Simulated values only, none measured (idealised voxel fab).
Process module in this document: voxel transistor to metal
The cross-section on display is named cut; it measures 300 nm wide, and its cells are 5 nm squares.
Each cross-section below is a grid of square cells, stated as bands in top-down order, with one or more rows of cells making up each band. A band entry consists of two parts. The first gives the height of the band's top and the height of its bottom, in nm. The rest lists the band's materials from left to right, each with its width in nm. A single material labelled with the word "all across" fills the band from edge to edge, and the word "air" marks empty space. Zero point of the height axis is 0; under it, received wafer = one material. Lowest band: continues down indefinitely, "0 and below". When a width is written as two numbers, as in "30 to 40", the first number is the width in the top row of cells of the band and the second is the width in its bottom row, and the width changes by the same amount from each row to the next. Where the words "stayed the same" appear for a step, the cross-section shows no cell changed by that step; every cell remained as before. Voids not open to the top, 8 cells minimum: see "Internal closed voids". Written width x height at distance; distance is from the left edge; nm. Post-settings text on a step line: simulator's own remark regarding the step. Regarding "overlay nm": on a step with a mask, it is the distance the mask lay to the right of its planned place; a negative value places it to the left.
## These are the steps we planned for the process
1: RECEIVE, material Si
2: OXIDIZE, depth nm 5
3: CONFORMAL_DEP, material SiN, thk nm 10
4: DIRECTIONAL_DEP, material aC, thk nm 15
5: PATTERN, tone cover, mask id ACTIVE, material resist, width nm 105, pitch nm 135, thk nm 35, overlay nm 0
6: DIRECTIONAL_ETCH, etch materials aC, depth nm 15
7: STRIP, etch materials resist
8: DIRECTIONAL_ETCH, etch materials SiN, depth nm 10
9: DIRECTIONAL_ETCH, etch materials SiO2, depth nm 5
10: DIRECTIONAL_ETCH, etch materials Si, depth nm 30
11: STRIP, etch materials aC
12: FILL_DEP, material SiO2, thk nm 15
13: CMP, height nm 10
14: SELECTIVE_ETCH, etch materials SiO2, depth nm 10
15: STRIP, etch materials SiN
16: SELECTIVE_ETCH, etch materials SiO2, depth nm 5
17: OXIDIZE, depth nm 5
18: DIRECTIONAL_DEP, material polySi, thk nm 25
19: DIRECTIONAL_DEP, material SiCN, thk nm 15
20: MASKED_ETCH, tone cover, mask id GATE, width nm 25, pitch nm 135, etch materials SiCN, depth nm 25, overlay nm 0
21: MASKED_ETCH, tone cover, mask id GATE, width nm 25, pitch nm 135, etch materials polySi, depth nm 35, overlay nm 0
22: CONFORMAL_DEP, material SiN, thk nm 5
23: DIRECTIONAL_ETCH, etch materials SiN, depth nm 5
24: DIRECTIONAL_ETCH, etch materials SiO2, depth nm 5
25: DIRECTIONAL_ETCH, etch materials Si, depth nm 5
26: EPI, material SiGe, thk nm 15
27: FILL_DEP, material SiO2, thk nm 10
28: CMP, height nm 20
29: STRIP, etch materials polySi
30: SELECTIVE_ETCH, etch materials SiO2, depth nm 5
31: CONFORMAL_DEP, material HfO2, thk nm 5
32: CONFORMAL_DEP, material TiN, thk nm 5
33: FILL_DEP, material W, thk nm 5
34: CMP, height nm 15
35: DIRECTIONAL_DEP, material SiO2, thk nm 10
36: DIRECTIONAL_DEP, material aC, thk nm 10
37: PATTERN, tone open, mask id CONTACT, material resist, width nm 15, thk nm 25, overlay nm 0
38: DIRECTIONAL_ETCH, etch materials aC, depth nm 10
39: STRIP, etch materials resist
40: DIRECTIONAL_ETCH, etch materials SiO2, depth nm 35
41: STRIP, etch materials aC
42: CONFORMAL_DEP, material TiN, thk nm 5
43: FILL_DEP, material W, thk nm 10
44: CMP, height nm 25
45: CONFORMAL_DEP, material SiN, thk nm 5
46: DIRECTIONAL_DEP, material lowk, thk nm 20
47: MASKED_ETCH, tone open, mask id METAL_1, width nm 15, etch materials lowk, depth nm 20, overlay nm 0
48: MASKED_ETCH, tone open, mask id METAL_1, width nm 15, etch materials SiN, depth nm 5, overlay nm 0
49: CONFORMAL_DEP, material TiN, thk nm 5
50: FILL_DEP, material W, thk nm 5
51: CMP, height nm 50
52: CONFORMAL_DEP, material SiCN, thk nm 5
53: DIRECTIONAL_DEP, material lowk, thk nm 30
54: PATTERN, tone open, mask id METAL_2, material resist, width nm 15, pitch nm 135, thk nm 20, overlay nm 0
55: DIRECTIONAL_ETCH, etch materials lowk, depth nm 20
56: STRIP, etch materials resist
57: PATTERN, tone open, mask id METAL_2_HOLES, material resist, width nm 15, pitch nm 135, thk nm 20, overlay nm 0
58: DIRECTIONAL_ETCH, etch materials lowk, depth nm 10
59: DIRECTIONAL_ETCH, etch materials SiCN, depth nm 5
60: STRIP, etch materials resist
61: CONFORMAL_DEP, material TiN, thk nm 5
62: FILL_DEP, material Ru, thk nm 5
63: CMP, height nm 85
64: CONFORMAL_DEP, material SiCN, thk nm 5
The value of depth nm given for step 25 in the plan refers to the first wafer; the wafers vary in this setting and are alike at the start.
## First of several wafers (as received, post step 1), cross-sectional view
* 0 and below  Si all across
* Internal closed voids: none
## Row per wafer, end-of-module: cell gain (+)/loss (-) by material since the wafer came in, then closed voids
depth nm 5; +30 HfO2; +12 Ru; -238 Si; +114 SiCN; +112 SiGe; +64 SiN; +296 SiO2; +136 TiN; +38 W; +516 lowk; Internal closed voids: none
depth nm 10; +30 HfO2; +12 Ru; -266 Si; +114 SiCN; +112 SiGe; +64 SiN; +312 SiO2; +144 TiN; +42 W; +516 lowk; Internal closed voids: none
depth nm 15; +30 HfO2; +12 Ru; -294 Si; +114 SiCN; +120 SiGe; +64 SiN; +320 SiO2; +152 TiN; +46 W; +516 lowk; Internal closed voids: none
depth nm 20; +30 HfO2; +12 Ru; -322 Si; +114 SiCN; +132 SiGe; +64 SiN; +336 SiO2; +152 TiN; +46 W; +516 lowk; Internal closed voids: none
depth nm 25; +30 HfO2; +12 Ru; -350 Si; +114 SiCN; +144 SiGe; +64 SiN; +352 SiO2; +152 TiN; +46 W; +516 lowk; Internal closed voids: none
depth nm 30; +30 HfO2; +12 Ru; -378 Si; +114 SiCN; +168 SiGe; +64 SiN; +356 SiO2; +152 TiN; +46 W; +516 lowk; Internal closed voids: none
